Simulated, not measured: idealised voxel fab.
The process module presented herein is designated voxel wiring stack.
Displayed cross-section: cut, width of 240 nm, square cells sized 5 nm.
In this document a cross-section is written as a grid of square cells. It is given as a series of bands, listed from the top down, and a band is one or more rows of cells. Each band's line starts with the height of the band's top and of its bottom, in nm. Then come its materials from left to right, each with its width in nm. One material with "everywhere" fills the band from edge to edge. "blank" is empty space. The level at which height equals 0 is the one under which the wafer, as it arrives, is entirely one material. No lower edge exists for the bottom band, which continues downward and is notated as in "0 and below". Note: "30->40" means the width goes from the first number (top row of the band) to the second number (bottom row) in equal steps per row of cells. "no change" -> step changed no cross-section cell. Any empty space of 8 cells or more lacking an open way to the top shows up in "Closed cavity list" as width x height at distance, distance from the left edge, in nm. Read whatever lies past the settings on a step's line as the simulator's own remark about the step. overlay nm: how far to the right of its planned place the mask lay on this masked step (negative: to the left). Quick note on how to read the rest: it's all pairs. You get the cross-section before a process step and the one after, but the after one only goes down as far as the lowest band that changed. The step in between, with its settings, sits under the pair. Heads up, the pairs can come from different runs of this module on the same starting wafer, so don't assume a pair picks up from the one above unless its "Incoming profile" entry says it does.

## Incoming profile
  130 down to 125  TiN (65) / blank (10) / TiN (40) / blank (10) / TiN (40) / blank (10) / TiN (65)
  125 down to 115  lowk (60) / TiN (5) / blank (10) / TiN (5) / lowk (30) / TiN (5) / blank (10) / TiN (5) / lowk (30) / TiN (5) / blank (10) / TiN (5) / lowk (60)
  115 down to 110  lowk (60) / TiN (5) / blank (5) / TiN (10) / lowk (30) / TiN (20) / lowk (30) / TiN (5) / blank (5) / TiN (10) / lowk (60)
  110 down to 95  lowk (60) / TiN (5) / blank (5) / TiN (5) / lowk (85) / TiN (5) / blank (5) / TiN (5) / lowk (65)
  95 down to 90  SiCN (60) / TiN (15) / SiCN (85) / TiN (15) / SiCN (65)
  90 down to 65  SiO2 (60) / TiN (5) / Ru (15) / TiN (5) / SiO2 (25) / TiN (5) / Ru (15) / TiN (5) / SiO2 (25) / TiN (5) / Ru (15) / TiN (5) / SiO2 (55)
  65 down to 60  SiN (60) / TiN (25) / SiN (25) / TiN (25) / SiN (25) / TiN (25) / SiN (55)
  60 down to 45  lowk (60) / Ru (15) / lowk (35) / Ru (15) / lowk (35) / Ru (15) / lowk (65)
  45 down to 40  SiCN (60) / Ru (15) / SiCN (35) / Ru (15) / SiCN (35) / Ru (15) / SiCN (65)
  40 down to 15  lowk (55) / SiCN (5) / Ru (20) / SiCN (5) / lowk (20) / SiCN (5) / Ru (20) / SiCN (5) / lowk (20) / SiCN (5) / Ru (20) / SiCN (5) / lowk (55)
  15 down to 10  SiCN (60) / TiN (20) / SiCN (30) / TiN (20) / SiCN (30) / TiN (20) / SiCN (60)
  10 down to 0  SiO2 everywhere
  0 and below  Si everywhere
  Closed cavity list: none

## After the Step
  140 down to 130  Ru everywhere
  130 down to 125  TiN (65) / Ru (10) / TiN (40) / Ru (10) / TiN (40) / Ru (10) / TiN (65)
  125 down to 115  lowk (60) / TiN (5) / Ru (10) / TiN (5) / lowk (30) / TiN (5) / Ru (10) / TiN (5) / lowk (30) / TiN (5) / Ru (10) / TiN (5) / lowk (60)
  115 down to 110  lowk (60) / TiN (5) / Ru (5) / TiN (10) / lowk (30) / TiN (20) / lowk (30) / TiN (5) / Ru (5) / TiN (10) / lowk (60)
  110 down to 95  lowk (60) / TiN (5) / Ru (5) / TiN (5) / lowk (85) / TiN (5) / Ru (5) / TiN (5) / lowk (65)
  At heights below 95, the structure remains unaltered.
  Closed cavity list: none
The process step separating the two cross-sections depicted above is as follows: FILL_DEP with material Ru, thk nm 10

Incoming profile: as in the pair right above, post-step view.

## After the Step
  125 down to 115  lowk (60) / TiN (5) / Ru (10) / TiN (5) / lowk (30) / TiN (5) / Ru (10) / TiN (5) / lowk (30) / TiN (5) / Ru (10) / TiN (5) / lowk (60)
  At heights below 115, the structure remains unaltered.
  Closed cavity list: none
The process step separating the two cross-sections depicted above is as follows: CMP with height nm 125

Incoming profile: as in the pair right above, post-step view.

## After the Step
  130 down to 125  SiCN everywhere
  At heights below 125, the structure remains unaltered.
  Closed cavity list: none
The process step separating the two cross-sections depicted above is as follows: CONFORMAL_DEP with material SiCN, thk nm 5

Incoming profile: as in the pair right above, post-step view.

## After the Step
  160 down to 130  SiO2 everywhere
  At heights below 130, the structure remains unaltered.
  Closed cavity list: none
The process step separating the two cross-sections depicted above is as follows: DIRECTIONAL_DEP with material SiO2, thk nm 30

Incoming profile: as in the pair right above, post-step view.

## After the Step
  170 down to 160  aC everywhere
  At heights below 160, the structure remains unaltered.
  Closed cavity list: none
The process step separating the two cross-sections depicted above is as follows: DIRECTIONAL_DEP with material aC, thk nm 10

Incoming profile: as in the pair right above, post-step view.

## After the Step
  200 down to 170  resist (60) / blank (20) / resist (30) / blank (20) / resist (30) / blank (20) / resist (60)
  At heights below 170, the structure remains unaltered.
  Closed cavity list: none
The process step separating the two cross-sections depicted above is as follows: PATTERN with tone open, mask id METAL_4, material resist, width nm 20, pitch nm 50, thk nm 30, overlay nm 0

Incoming profile: as in the pair right above, post-step view.

## After the Step
  190 down to 170  resist (60) / blank (20) / resist (30) / blank (20) / resist (30) / blank (20) / resist (60)
  170 down to 160  aC (60) / blank (20) / aC (30) / blank (20) / aC (30) / blank (20) / aC (60)
  At heights below 160, the structure remains unaltered.
  Closed cavity list: none
The process step separating the two cross-sections depicted above is as follows: DIRECTIONAL_ETCH with etch materials aC, depth nm 10

Incoming profile: as in the pair right above, post-step view.

## After the Step
  170 down to 160  aC (60) / blank (20) / aC (30) / blank (20) / aC (30) / blank (20) / aC (60)
  At heights below 160, the structure remains unaltered.
  Closed cavity list: none
The process step separating the two cross-sections depicted above is as follows: STRIP with etch materials resist

Incoming profile: as in the pair right above, post-step view.

## After the Step
  170 down to 160  aC (60) / blank (20) / aC (30) / blank (20) / aC (30) / blank (20) / aC (60)
  160 down to 145  SiO2 (60) / blank (20) / SiO2 (30) / blank (20) / SiO2 (30) / blank (20) / SiO2 (60)
  At heights below 145, the structure remains unaltered.
  Closed cavity list: none
The process step separating the two cross-sections depicted above is as follows: DIRECTIONAL_ETCH with etch materials SiO2, depth nm 15

Incoming profile: as in the pair right above, post-step view.

## After the Step
  160 down to 145  SiO2 (60) / blank (20) / SiO2 (30) / blank (20) / SiO2 (30) / blank (20) / SiO2 (60)
  At heights below 145, the structure remains unaltered.
  Closed cavity list: none
The process step separating the two cross-sections depicted above is as follows: STRIP with etch materials aC

Incoming profile: as in the pair right above, post-step view.

## After the Step
  160 down to 145  SiO2 (60) / blank (20) / SiO2 (30) / blank (20) / SiO2 (30) / blank (20) / SiO2 (60)
  145 down to 130  SiO2 (60) / blank (15) / SiO2 (85) / blank (15) / SiO2 (65)
  At heights below 130, the structure remains unaltered.
  Closed cavity list: none
The process step separating the two cross-sections depicted above is as follows: MASKED_ETCH with tone open, mask id METAL_4_HOLES, width nm 15, pitch nm 100, etch materials SiO2, depth nm 15, overlay nm 0

Incoming profile: as in the pair right above, post-step view.

## After the Step
  160 down to 145  SiO2 (60) / blank (20) / SiO2 (30) / blank (20) / SiO2 (30) / blank (20) / SiO2 (60)
  145 down to 130  SiO2 (60) / blank (15) / SiO2 (85) / blank (15) / SiO2 (65)
  130 down to 125  SiCN (60) / blank (15) / SiCN (85) / blank (15) / SiCN (65)
  At heights below 125, the structure remains unaltered.
  Closed cavity list: none
The process step separating the two cross-sections depicted above is as follows: MASKED_ETCH with tone open, mask id METAL_4_HOLES, width nm 15, pitch nm 100, etch materials SiCN, depth nm 5, overlay nm 0

Incoming profile: as in the pair right above, post-step view.

## After the Step
  165 down to 160  TiN (65) / blank (10) / TiN (40) / blank (10) / TiN (40) / blank (10) / TiN (65)
  160 down to 150  SiO2 (60) / TiN (5) / blank (10) / TiN (5) / SiO2 (30) / TiN (5) / blank (10) / TiN (5) / SiO2 (30) / TiN (5) / blank (10) / TiN (5) / SiO2 (60)
  150 down to 145  SiO2 (60) / TiN (5) / blank (5) / TiN (10) / SiO2 (30) / TiN (20) / SiO2 (30) / TiN (5) / blank (5) / TiN (10) / SiO2 (60)
  145 down to 130  SiO2 (60) / TiN (5) / blank (5) / TiN (5) / SiO2 (85) / TiN (5) / blank (5) / TiN (5) / SiO2 (65)
  130 down to 125  SiCN (60) / TiN (15) / SiCN (85) / TiN (15) / SiCN (65)
  At heights below 125, the structure remains unaltered.
  Closed cavity list: none
The process step separating the two cross-sections depicted above is as follows: CONFORMAL_DEP with material TiN, thk nm 5

Incoming profile: as in the pair right above, post-step view.

## After the Step
  170 down to 165  Cu everywhere
  165 down to 160  TiN (65) / Cu (10) / TiN (40) / Cu (10) / TiN (40) / Cu (10) / TiN (65)
  160 down to 150  SiO2 (60) / TiN (5) / Cu (10) / TiN (5) / SiO2 (30) / TiN (5) / Cu (10) / TiN (5) / SiO2 (30) / TiN (5) / Cu (10) / TiN (5) / SiO2 (60)
  150 down to 145  SiO2 (60) / TiN (5) / Cu (5) / TiN (10) / SiO2 (30) / TiN (20) / SiO2 (30) / TiN (5) / Cu (5) / TiN (10) / SiO2 (60)
  145 down to 130  SiO2 (60) / TiN (5) / Cu (5) / TiN (5) / SiO2 (85) / TiN (5) / Cu (5) / TiN (5) / SiO2 (65)
  At heights below 130, the structure remains unaltered.
  Closed cavity list: none
The process step separating the two cross-sections depicted above is as follows: FILL_DEP with material Cu, thk nm 5

Incoming profile: as in the pair right above, post-step view.

## After the Step
  160 down to 150  SiO2 (60) / TiN (5) / Cu (10) / TiN (5) / SiO2 (30) / TiN (5) / Cu (10) / TiN (5) / SiO2 (30) / TiN (5) / Cu (10) / TiN (5) / SiO2 (60)
  At heights below 150, the structure remains unaltered.
  Closed cavity list: none
The process step separating the two cross-sections depicted above is as follows: CMP with height nm 160

Incoming profile: as in the pair right above, post-step view.

## After the Step
  165 down to 160  SiCN everywhere
  At heights below 160, the structure remains unaltered.
  Closed cavity list: none
The process step separating the two cross-sections depicted above is as follows: CONFORMAL_DEP with material SiCN, thk nm 5

## Incoming profile
  170 down to 160  aC everywhere
  160 down to 130  SiO2 everywhere
  130 down to 125  SiCN everywhere
  125 down to 115  lowk (60) / TiN (5) / Ru (10) / TiN (5) / lowk (30) / TiN (5) / Ru (10) / TiN (5) / lowk (30) / TiN (5) / Ru (10) / TiN (5) / lowk (60)
  115 down to 110  lowk (60) / TiN (5) / Ru (5) / TiN (10) / lowk (30) / TiN (20) / lowk (30) / TiN (5) / Ru (5) / TiN (10) / lowk (60)
  110 down to 95  lowk (60) / TiN (5) / Ru (5) / TiN (5) / lowk (85) / TiN (5) / Ru (5) / TiN (5) / lowk (65)
  95 down to 90  SiCN (60) / TiN (15) / SiCN (85) / TiN (15) / SiCN (65)
  90 down to 65  SiO2 (60) / TiN (5) / Ru (10) / TiN (5) / SiO2 (30) / TiN (5) / Ru (10) / TiN (5) / SiO2 (30) / TiN (5) / Ru (10) / TiN (5) / SiO2 (60)
  65 down to 60  SiN (60) / TiN (20) / SiN (30) / TiN (20) / SiN (30) / TiN (20) / SiN (60)
  60 down to 45  lowk (60) / Ru (15) / lowk (35) / Ru (15) / lowk (35) / Ru (15) / lowk (65)
  45 down to 40  SiCN (60) / Ru (15) / SiCN (35) / Ru (15) / SiCN (35) / Ru (15) / SiCN (65)
  40 down to 15  lowk (55) / SiCN (5) / Ru (20) / SiCN (5) / lowk (20) / SiCN (5) / Ru (20) / SiCN (5) / lowk (20) / SiCN (5) / Ru (20) / SiCN (5) / lowk (55)
  15 down to 10  SiCN (60) / TiN (20) / SiCN (30) / TiN (20) / SiCN (30) / TiN (20) / SiCN (60)
  10 down to 0  SiO2 everywhere
  0 and below  Si everywhere
  Closed cavity list: none

## After the Step
  200 down to 170  resist (50) / blank (20) / resist (30) / blank (20) / resist (30) / blank (20) / resist (70)
  At heights below 170, the structure remains unaltered.
  Closed cavity list: none
The process step separating the two cross-sections depicted above is as follows: PATTERN with tone open, mask id METAL_4, material resist, width nm 20, pitch nm 50, thk nm 30, overlay nm -10

Incoming profile: as in the pair right above, post-step view.

## After the Step
  190 down to 170  resist (50) / blank (20) / resist (30) / blank (20) / resist (30) / blank (20) / resist (70)
  170 down to 160  aC (50) / blank (20) / aC (30) / blank (20) / aC (30) / blank (20) / aC (70)
  At heights below 160, the structure remains unaltered.
  Closed cavity list: none
The process step separating the two cross-sections depicted above is as follows: DIRECTIONAL_ETCH with etch materials aC, depth nm 10

Incoming profile: as in the pair right above, post-step view.

## After the Step
  170 down to 160  aC (50) / blank (20) / aC (30) / blank (20) / aC (30) / blank (20) / aC (70)
  At heights below 160, the structure remains unaltered.
  Closed cavity list: none
The process step separating the two cross-sections depicted above is as follows: STRIP with etch materials resist

Incoming profile: as in the pair right above, post-step view.

## After the Step
  170 down to 160  aC (50) / blank (20) / aC (30) / blank (20) / aC (30) / blank (20) / aC (70)
  160 down to 145  SiO2 (50) / blank (20) / SiO2 (30) / blank (20) / SiO2 (30) / blank (20) / SiO2 (70)
  At heights below 145, the structure remains unaltered.
  Closed cavity list: none
The process step separating the two cross-sections depicted above is as follows: DIRECTIONAL_ETCH with etch materials SiO2, depth nm 15

Incoming profile: as in the pair right above, post-step view.

## After the Step
  160 down to 145  SiO2 (50) / blank (20) / SiO2 (30) / blank (20) / SiO2 (30) / blank (20) / SiO2 (70)
  At heights below 145, the structure remains unaltered.
  Closed cavity list: none
The process step separating the two cross-sections depicted above is as follows: STRIP with etch materials aC

Incoming profile: as in the pair right above, post-step view.

## After the Step
  160 down to 145  SiO2 (50) / blank (25) / SiO2 (25) / blank (20) / SiO2 (30) / blank (25) / SiO2 (65)
  145 down to 130  SiO2 (60) / blank (10) / SiO2 (90) / blank (10) / SiO2 (70)
  At heights below 130, the structure remains unaltered.
  Closed cavity list: none
The process step separating the two cross-sections depicted above is as follows: MASKED_ETCH with tone open, mask id METAL_4_HOLES, width nm 15, pitch nm 100, etch materials SiO2, depth nm 15, overlay nm 0

Incoming profile: as in the pair right above, post-step view.

## After the Step
  160 down to 145  SiO2 (50) / blank (25) / SiO2 (25) / blank (20) / SiO2 (30) / blank (25) / SiO2 (65)
  145 down to 130  SiO2 (60) / blank (10) / SiO2 (90) / blank (10) / SiO2 (70)
  130 down to 125  SiCN (60) / blank (10) / SiCN (90) / blank (10) / SiCN (70)
  At heights below 125, the structure remains unaltered.
  Closed cavity list: none
The process step separating the two cross-sections depicted above is as follows: MASKED_ETCH with tone open, mask id METAL_4_HOLES, width nm 15, pitch nm 100, etch materials SiCN, depth nm 5, overlay nm 0

Incoming profile: as in the pair right above, post-step view.

## After the Step
  165 down to 160  TiN (55) / blank (15) / TiN (35) / blank (10) / TiN (40) / blank (15) / TiN (70)
  160 down to 150  SiO2 (50) / TiN (5) / blank (15) / TiN (5) / SiO2 (25) / TiN (5) / blank (10) / TiN (5) / SiO2 (30) / TiN (5) / blank (15) / TiN (5) / SiO2 (65)
  150 down to 145  SiO2 (50) / TiN (25) / SiO2 (25) / TiN (20) / SiO2 (30) / TiN (25) / SiO2 (65)
  145 down to 130  SiO2 (60) / TiN (10) / SiO2 (90) / TiN (10) / SiO2 (70)
  130 down to 125  SiCN (60) / TiN (10) / SiCN (90) / TiN (10) / SiCN (70)
  At heights below 125, the structure remains unaltered.
  Closed cavity list: none
The process step separating the two cross-sections depicted above is as follows: CONFORMAL_DEP with material TiN, thk nm 5

Incoming profile: as in the pair right above, post-step view.

## After the Step
  170 down to 165  Cu everywhere
  165 down to 160  TiN (55) / Cu (15) / TiN (35) / Cu (10) / TiN (40) / Cu (15) / TiN (70)
  160 down to 150  SiO2 (50) / TiN (5) / Cu (15) / TiN (5) / SiO2 (25) / TiN (5) / Cu (10) / TiN (5) / SiO2 (30) / TiN (5) / Cu (15) / TiN (5) / SiO2 (65)
  At heights below 150, the structure remains unaltered.
  Closed cavity list: none
The process step separating the two cross-sections depicted above is as follows: FILL_DEP with material Cu, thk nm 5

Incoming profile: as in the pair right above, post-step view.

## After the Step
  160 down to 150  SiO2 (50) / TiN (5) / Cu (15) / TiN (5) / SiO2 (25) / TiN (5) / Cu (10) / TiN (5) / SiO2 (30) / TiN (5) / Cu (15) / TiN (5) / SiO2 (65)
  At heights below 150, the structure remains unaltered.
  Closed cavity list: none
The process step separating the two cross-sections depicted above is as follows: CMP with height nm 160

Incoming profile: as in the pair right above, post-step view.

## After the Step
  165 down to 160  SiCN everywhere
  At heights below 160, the structure remains unaltered.
  Closed cavity list: none
The process step separating the two cross-sections depicted above is as follows: CONFORMAL_DEP with material SiCN, thk nm 5

## Incoming profile
  60 down to 45  lowk (60) / Ru (15) / lowk (35) / Ru (15) / lowk (35) / Ru (15) / lowk (65)
  45 down to 40  SiCN (60) / Ru (15) / SiCN (35) / Ru (15) / SiCN (35) / Ru (15) / SiCN (65)
  40 down to 15  lowk (55) / SiCN (5) / Ru (20) / SiCN (5) / lowk (20) / SiCN (5) / Ru (20) / SiCN (5) / lowk (20) / SiCN (5) / Ru (20) / SiCN (5) / lowk (55)
  15 down to 10  SiCN (60) / TiN (20) / SiCN (30) / TiN (20) / SiCN (30) / TiN (20) / SiCN (60)
  10 down to 0  SiO2 everywhere
  0 and below  Si everywhere
  Closed cavity list: none

## After the Step
  65 down to 60  aC everywhere
  At heights below 60, the structure remains unaltered.
  Closed cavity list: none
The process step separating the two cross-sections depicted above is as follows: CONFORMAL_DEP with material aC, thk nm 5

Incoming profile: as in the pair right above, post-step view.

## After the Step
  90 down to 65  SiO2 everywhere
  At heights below 65, the structure remains unaltered.
  Closed cavity list: none
The process step separating the two cross-sections depicted above is as follows: DIRECTIONAL_DEP with material SiO2, thk nm 25

Incoming profile: as in the pair right above, post-step view.

## After the Step
  105 down to 90  resist (60) / blank (20) / resist (30) / blank (20) / resist (30) / blank (20) / resist (60)
  At heights below 90, the structure remains unaltered.
  Closed cavity list: none
The process step separating the two cross-sections depicted above is as follows: PATTERN with tone open, mask id METAL_2, material resist, width nm 20, pitch nm 50, thk nm 15, overlay nm 0

Incoming profile: as in the pair right above, post-step view.

## After the Step
  105 down to 90  resist (60) / blank (20) / resist (30) / blank (20) / resist (30) / blank (20) / resist (60)
  90 down to 65  SiO2 (60) / blank (20) / SiO2 (30) / blank (20) / SiO2 (30) / blank (20) / SiO2 (60)
  At heights below 65, the structure remains unaltered.
  Closed cavity list: none
The process step separating the two cross-sections depicted above is as follows: DIRECTIONAL_ETCH with etch materials SiO2, depth nm 25

Incoming profile: as in the pair right above, post-step view.

## After the Step
  90 down to 65  SiO2 (60) / blank (20) / SiO2 (30) / blank (20) / SiO2 (30) / blank (20) / SiO2 (60)
  At heights below 65, the structure remains unaltered.
  Closed cavity list: none
The process step separating the two cross-sections depicted above is as follows: STRIP with etch materials resist

Incoming profile: as in the pair right above, post-step view.

## After the Step
  95 down to 90  TiN (65) / blank (10) / TiN (40) / blank (10) / TiN (40) / blank (10) / TiN (65)
  90 down to 70  SiO2 (60) / TiN (5) / blank (10) / TiN (5) / SiO2 (30) / TiN (5) / blank (10) / TiN (5) / SiO2 (30) / TiN (5) / blank (10) / TiN (5) / SiO2 (60)
  70 down to 65  SiO2 (60) / TiN (20) / SiO2 (30) / TiN (20) / SiO2 (30) / TiN (20) / SiO2 (60)
  At heights below 65, the structure remains unaltered.
  Closed cavity list: none
The process step separating the two cross-sections depicted above is as follows: CONFORMAL_DEP with material TiN, thk nm 5

Incoming profile: as in the pair right above, post-step view.

## After the Step
  105 down to 95  Ru everywhere
  95 down to 90  TiN (65) / Ru (10) / TiN (40) / Ru (10) / TiN (40) / Ru (10) / TiN (65)
  90 down to 70  SiO2 (60) / TiN (5) / Ru (10) / TiN (5) / SiO2 (30) / TiN (5) / Ru (10) / TiN (5) / SiO2 (30) / TiN (5) / Ru (10) / TiN (5) / SiO2 (60)
  At heights below 70, the structure remains unaltered.
  Closed cavity list: none
The process step separating the two cross-sections depicted above is as follows: FILL_DEP with material Ru, thk nm 10

Incoming profile: as in the pair right above, post-step view.

## After the Step
  90 down to 70  SiO2 (60) / TiN (5) / Ru (10) / TiN (5) / SiO2 (30) / TiN (5) / Ru (10) / TiN (5) / SiO2 (30) / TiN (5) / Ru (10) / TiN (5) / SiO2 (60)
  At heights below 70, the structure remains unaltered.
  Closed cavity list: none
The process step separating the two cross-sections depicted above is as follows: CMP with height nm 90

Incoming profile: as in the pair right above, post-step view.

## After the Step
  95 down to 90  SiCN everywhere
  At heights below 90, the structure remains unaltered.
  Closed cavity list: none
The process step separating the two cross-sections depicted above is as follows: CONFORMAL_DEP with material SiCN, thk nm 5

Incoming profile: as in the pair right above, post-step view.

## After the Step
  125 down to 95  lowk everywhere
  At heights below 95, the structure remains unaltered.
  Closed cavity list: none
The process step separating the two cross-sections depicted above is as follows: DIRECTIONAL_DEP with material lowk, thk nm 30

Incoming profile: as in the pair right above, post-step view.

## After the Step
  125 down to 110  lowk (60) / blank (20) / lowk (30) / blank (20) / lowk (30) / blank (20) / lowk (60)
  At heights below 110, the structure remains unaltered.
  Closed cavity list: none
The process step separating the two cross-sections depicted above is as follows: MASKED_ETCH with tone open, mask id METAL_3, width nm 20, pitch nm 50, etch materials lowk, depth nm 15, overlay nm 0

Incoming profile: as in the pair right above, post-step view.

## After the Step
  145 down to 125  resist (60) / blank (15) / resist (85) / blank (15) / resist (65)
  125 down to 110  lowk (60) / blank (15) / resist (5) / lowk (30) / resist (20) / lowk (30) / blank (15) / resist (5) / lowk (60)
  At heights below 110, the structure remains unaltered.
  Closed cavity list: none
The process step separating the two cross-sections depicted above is as follows: PATTERN with tone open, mask id METAL_3_HOLES, material resist, width nm 15, pitch nm 100, thk nm 20, overlay nm 0

Incoming profile: as in the pair right above, post-step view.

## After the Step
  145 down to 125  resist (60) / blank (15) / resist (85) / blank (15) / resist (65)
  125 down to 110  lowk (60) / blank (15) / resist (5) / lowk (30) / resist (20) / lowk (30) / blank (15) / resist (5) / lowk (60)
  110 down to 95  lowk (60) / blank (15) / lowk (85) / blank (15) / lowk (65)
  At heights below 95, the structure remains unaltered.
  Closed cavity list: none
The process step separating the two cross-sections depicted above is as follows: DIRECTIONAL_ETCH with etch materials lowk, depth nm 15

Incoming profile: as in the pair right above, post-step view.

## After the Step
  145 down to 125  resist (60) / blank (15) / resist (85) / blank (15) / resist (65)
  125 down to 110  lowk (60) / blank (15) / resist (5) / lowk (30) / resist (20) / lowk (30) / blank (15) / resist (5) / lowk (60)
  110 down to 95  lowk (60) / blank (15) / lowk (85) / blank (15) / lowk (65)
  95 down to 90  SiCN (60) / blank (15) / SiCN (85) / blank (15) / SiCN (65)
  At heights below 90, the structure remains unaltered.
  Closed cavity list: none
The process step separating the two cross-sections depicted above is as follows: DIRECTIONAL_ETCH with etch materials SiCN, depth nm 5

Incoming profile: as in the pair right above, post-step view.

## After the Step
  125 down to 110  lowk (60) / blank (20) / lowk (30) / blank (20) / lowk (30) / blank (20) / lowk (60)
  At heights below 110, the structure remains unaltered.
  Closed cavity list: none
The process step separating the two cross-sections depicted above is as follows: STRIP with etch materials resist

Incoming profile: as in the pair right above, post-step view.

## After the Step
  130 down to 125  TiN (65) / blank (10) / TiN (40) / blank (10) / TiN (40) / blank (10) / TiN (65)
  125 down to 115  lowk (60) / TiN (5) / blank (10) / TiN (5) / lowk (30) / TiN (5) / blank (10) / TiN (5) / lowk (30) / TiN (5) / blank (10) / TiN (5) / lowk (60)
  115 down to 110  lowk (60) / TiN (5) / blank (5) / TiN (10) / lowk (30) / TiN (20) / lowk (30) / TiN (5) / blank (5) / TiN (10) / lowk (60)
  110 down to 95  lowk (60) / TiN (5) / blank (5) / TiN (5) / lowk (85) / TiN (5) / blank (5) / TiN (5) / lowk (65)
  95 down to 90  SiCN (60) / TiN (15) / SiCN (85) / TiN (15) / SiCN (65)
  At heights below 90, the structure remains unaltered.
  Closed cavity list: none
The process step separating the two cross-sections depicted above is as follows: CONFORMAL_DEP with material TiN, thk nm 5

Incoming profile: as in the pair right above, post-step view.

## After the Step
  140 down to 130  Ru everywhere
  130 down to 125  TiN (65) / Ru (10) / TiN (40) / Ru (10) / TiN (40) / Ru (10) / TiN (65)
  125 down to 115  lowk (60) / TiN (5) / Ru (10) / TiN (5) / lowk (30) / TiN (5) / Ru (10) / TiN (5) / lowk (30) / TiN (5) / Ru (10) / TiN (5) / lowk (60)
  115 down to 110  lowk (60) / TiN (5) / Ru (5) / TiN (10) / lowk (30) / TiN (20) / lowk (30) / TiN (5) / Ru (5) / TiN (10) / lowk (60)
  110 down to 95  lowk (60) / TiN (5) / Ru (5) / TiN (5) / lowk (85) / TiN (5) / Ru (5) / TiN (5) / lowk (65)
  At heights below 95, the structure remains unaltered.
  Closed cavity list: none
The process step separating the two cross-sections depicted above is as follows: FILL_DEP with material Ru, thk nm 10

Incoming profile: as in the pair right above, post-step view.

## After the Step
  125 down to 115  lowk (60) / TiN (5) / Ru (10) / TiN (5) / lowk (30) / TiN (5) / Ru (10) / TiN (5) / lowk (30) / TiN (5) / Ru (10) / TiN (5) / lowk (60)
  At heights below 115, the structure remains unaltered.
  Closed cavity list: none
The process step separating the two cross-sections depicted above is as follows: CMP with height nm 125

Incoming profile: as in the pair right above, post-step view.

## After the Step
  130 down to 125  SiCN everywhere
  At heights below 125, the structure remains unaltered.
  Closed cavity list: none
The process step separating the two cross-sections depicted above is as follows: CONFORMAL_DEP with material SiCN, thk nm 5

Incoming profile: as in the pair right above, post-step view.

## After the Step
  160 down to 130  SiO2 everywhere
  At heights below 130, the structure remains unaltered.
  Closed cavity list: none
The process step separating the two cross-sections depicted above is as follows: DIRECTIONAL_DEP with material SiO2, thk nm 30

Incoming profile: as in the pair right above, post-step view.

## After the Step
  170 down to 160  aC everywhere
  At heights below 160, the structure remains unaltered.
  Closed cavity list: none
The process step separating the two cross-sections depicted above is as follows: DIRECTIONAL_DEP with material aC, thk nm 10

Incoming profile: as in the pair right above, post-step view.

## After the Step
  200 down to 170  resist (60) / blank (20) / resist (30) / blank (20) / resist (30) / blank (20) / resist (60)
  At heights below 170, the structure remains unaltered.
  Closed cavity list: none
The process step separating the two cross-sections depicted above is as follows: PATTERN with tone open, mask id METAL_4, material resist, width nm 20, pitch nm 50, thk nm 30, overlay nm 0

Incoming profile: as in the pair right above, post-step view.

## After the Step
  190 down to 170  resist (60) / blank (20) / resist (30) / blank (20) / resist (30) / blank (20) / resist (60)
  170 down to 160  aC (60) / blank (20) / aC (30) / blank (20) / aC (30) / blank (20) / aC (60)
  At heights below 160, the structure remains unaltered.
  Closed cavity list: none
The process step separating the two cross-sections depicted above is as follows: DIRECTIONAL_ETCH with etch materials aC, depth nm 10

Incoming profile: as in the pair right above, post-step view.

## After the Step
  170 down to 160  aC (60) / blank (20) / aC (30) / blank (20) / aC (30) / blank (20) / aC (60)
  At heights below 160, the structure remains unaltered.
  Closed cavity list: none
The process step separating the two cross-sections depicted above is as follows: STRIP with etch materials resist

Incoming profile: as in the pair right above, post-step view.

## After the Step
  170 down to 160  aC (60) / blank (20) / aC (30) / blank (20) / aC (30) / blank (20) / aC (60)
  160 down to 145  SiO2 (60) / blank (20) / SiO2 (30) / blank (20) / SiO2 (30) / blank (20) / SiO2 (60)
  At heights below 145, the structure remains unaltered.
  Closed cavity list: none
The process step separating the two cross-sections depicted above is as follows: DIRECTIONAL_ETCH with etch materials SiO2, depth nm 15

Incoming profile: as in the pair right above, post-step view.

## After the Step
  160 down to 145  SiO2 (60) / blank (20) / SiO2 (30) / blank (20) / SiO2 (30) / blank (20) / SiO2 (60)
  At heights below 145, the structure remains unaltered.
  Closed cavity list: none
The process step separating the two cross-sections depicted above is as follows: STRIP with etch materials aC

Incoming profile: as in the pair right above, post-step view.

## After the Step
  160 down to 145  SiO2 (60) / blank (20) / SiO2 (30) / blank (20) / SiO2 (30) / blank (20) / SiO2 (60)
  145 down to 130  SiO2 (60) / blank (15) / SiO2 (85) / blank (15) / SiO2 (65)
  At heights below 130, the structure remains unaltered.
  Closed cavity list: none
The process step separating the two cross-sections depicted above is as follows: MASKED_ETCH with tone open, mask id METAL_4_HOLES, width nm 15, pitch nm 100, etch materials SiO2, depth nm 15, overlay nm 0

Incoming profile: as in the pair right above, post-step view.

## After the Step
  160 down to 145  SiO2 (60) / blank (20) / SiO2 (30) / blank (20) / SiO2 (30) / blank (20) / SiO2 (60)
  145 down to 130  SiO2 (60) / blank (15) / SiO2 (85) / blank (15) / SiO2 (65)
  130 down to 125  SiCN (60) / blank (15) / SiCN (85) / blank (15) / SiCN (65)
  At heights below 125, the structure remains unaltered.
  Closed cavity list: none
The process step separating the two cross-sections depicted above is as follows: MASKED_ETCH with tone open, mask id METAL_4_HOLES, width nm 15, pitch nm 100, etch materials SiCN, depth nm 5, overlay nm 0

Incoming profile: as in the pair right above, post-step view.

## After the Step
  165 down to 160  TiN (65) / blank (10) / TiN (40) / blank (10) / TiN (40) / blank (10) / TiN (65)
  160 down to 150  SiO2 (60) / TiN (5) / blank (10) / TiN (5) / SiO2 (30) / TiN (5) / blank (10) / TiN (5) / SiO2 (30) / TiN (5) / blank (10) / TiN (5) / SiO2 (60)
  150 down to 145  SiO2 (60) / TiN (5) / blank (5) / TiN (10) / SiO2 (30) / TiN (20) / SiO2 (30) / TiN (5) / blank (5) / TiN (10) / SiO2 (60)
  145 down to 130  SiO2 (60) / TiN (5) / blank (5) / TiN (5) / SiO2 (85) / TiN (5) / blank (5) / TiN (5) / SiO2 (65)
  130 down to 125  SiCN (60) / TiN (15) / SiCN (85) / TiN (15) / SiCN (65)
  At heights below 125, the structure remains unaltered.
  Closed cavity list: none
The process step separating the two cross-sections depicted above is as follows: CONFORMAL_DEP with material TiN, thk nm 5
